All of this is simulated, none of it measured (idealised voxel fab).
Documented hereafter: the process module known as voxel gate over fins.
Each square cell in cross-section cut measures 5 nm, and the section as a whole is 170 nm wide.
In this document a cross-section is written as a grid of square cells. It is given as a series of bands, listed from the top down, and a band is one or more rows of cells. Read a band's entry like this: the first values are the height of its top and the height of its bottom in nm, and what follows is the sequence of materials from left to right, each with its width in nm. Note that "air" is empty space, and that a single material marked "edge to edge" reaches across the band from edge to edge. Zero point of the height axis is 0; under it, received wafer = one material. Lowest band: continues down indefinitely, "0 down". Width: "30 to 40" (first number = top row, second number = bottom row, same change from row to row of cells). When a step is marked "no alterations made", none of the cells in the cross-section changed during that step. "Sealed internal voids": empty spaces of 8 cells or more with no open way to the top, each given as width x height at distance, distance from the left edge, all in nm. Text after the settings on a step's line: the simulator's own remark on that step. overlay nm: right-of-plan distance of the mask on a masked step; negative values mean left-of-plan.

Here's what the planned process steps look like:
1,RECEIVE | material Si
2,CONFORMAL_DEP | material SiN | thk nm 10
3,DIRECTIONAL_DEP | material aC | thk nm 15
4,PATTERN | tone cover | mask id FINS | material resist | width nm 15 | pitch nm 35 | thk nm 30 | overlay nm 0
5,DIRECTIONAL_ETCH | etch materials aC | depth nm 15
6,STRIP | etch materials resist
7,DIRECTIONAL_ETCH | etch materials SiN | depth nm 10
8,DIRECTIONAL_ETCH | etch materials Si | depth nm 40
9,STRIP | etch materials aC
10,OXIDIZE | depth nm 5
11,FILL_DEP | material SiO2 | thk nm 15
12,CMP | height nm 10
13,SELECTIVE_ETCH | etch materials SiO2 | depth nm 25
14,STRIP | etch materials SiN
15,CONFORMAL_DEP | material HfO2 | thk nm 5
16,CONFORMAL_DEP | material TiN | thk nm 5
17,CONFORMAL_DEP | material TiAl | thk nm 5
18,CONFORMAL_DEP | material TiN | thk nm 5
19,FILL_DEP | material W | thk nm 15
20,CMP | height nm 30
21,CONFORMAL_DEP | material SiCN | thk nm 5

Wafer as received: cross-section following step 1:
    0 down | Si edge to edge
    Sealed internal voids: none

Post-module cross-section: identical start and plan to those above, one misstep in execution:
    35 to 30 | SiCN edge to edge
    30 to 15 | W edge to edge
    15 to 10 | W (15)  TiN (140)  W (15)
    10 to 5 | W (15)  TiN (5)  TiAl (25)  TiN (10)  TiAl (25)  TiN (10)  TiAl (25)  TiN (10)  TiAl (25)  TiN (5)  W (15)
    5 to 0 | W (15)  TiN (5)  TiAl (5)  HfO2 (15)  TiAl (5)  TiN (10)  TiAl (5)  HfO2 (15)  TiAl (5)  TiN (10)  TiAl (5)  HfO2 (15)  TiAl (5)  TiN (10)  TiAl (5)  HfO2 (15)  TiAl (5)  TiN (5)  W (15)
    0 to -5 | TiN (20)  TiAl (5)  HfO2 (5)  Si (5)  HfO2 (5)  TiAl (5)  TiN (10)  TiAl (5)  HfO2 (5)  Si (5)  HfO2 (5)  TiAl (5)  TiN (10)  TiAl (5)  HfO2 (5)  Si (5)  HfO2 (5)  TiAl (5)  TiN (10)  TiAl (5)  HfO2 (5)  Si (5)  HfO2 (5)  TiAl (5)  TiN (20)
    -5 to -10 | TiAl (25)  HfO2 (5)  Si (5)  HfO2 (5)  TiAl (20)  HfO2 (5)  Si (5)  HfO2 (5)  TiAl (20)  HfO2 (5)  Si (5)  HfO2 (5)  TiAl (20)  HfO2 (5)  Si (5)  HfO2 (5)  TiAl (25)
    -10 to -15 | HfO2 (30)  Si (5)  HfO2 (30)  Si (5)  HfO2 (30)  Si (5)  HfO2 (30)  Si (5)  HfO2 (30)
    -15 to -45 | SiO2 (30)  Si (5)  SiO2 (30)  Si (5)  SiO2 (30)  Si (5)  SiO2 (30)  Si (5)  SiO2 (30)
    -45 down | Si edge to edge
    Sealed internal voids: none
Deviation noted in wafer processing: step 16 of the plan was jumped over and never run
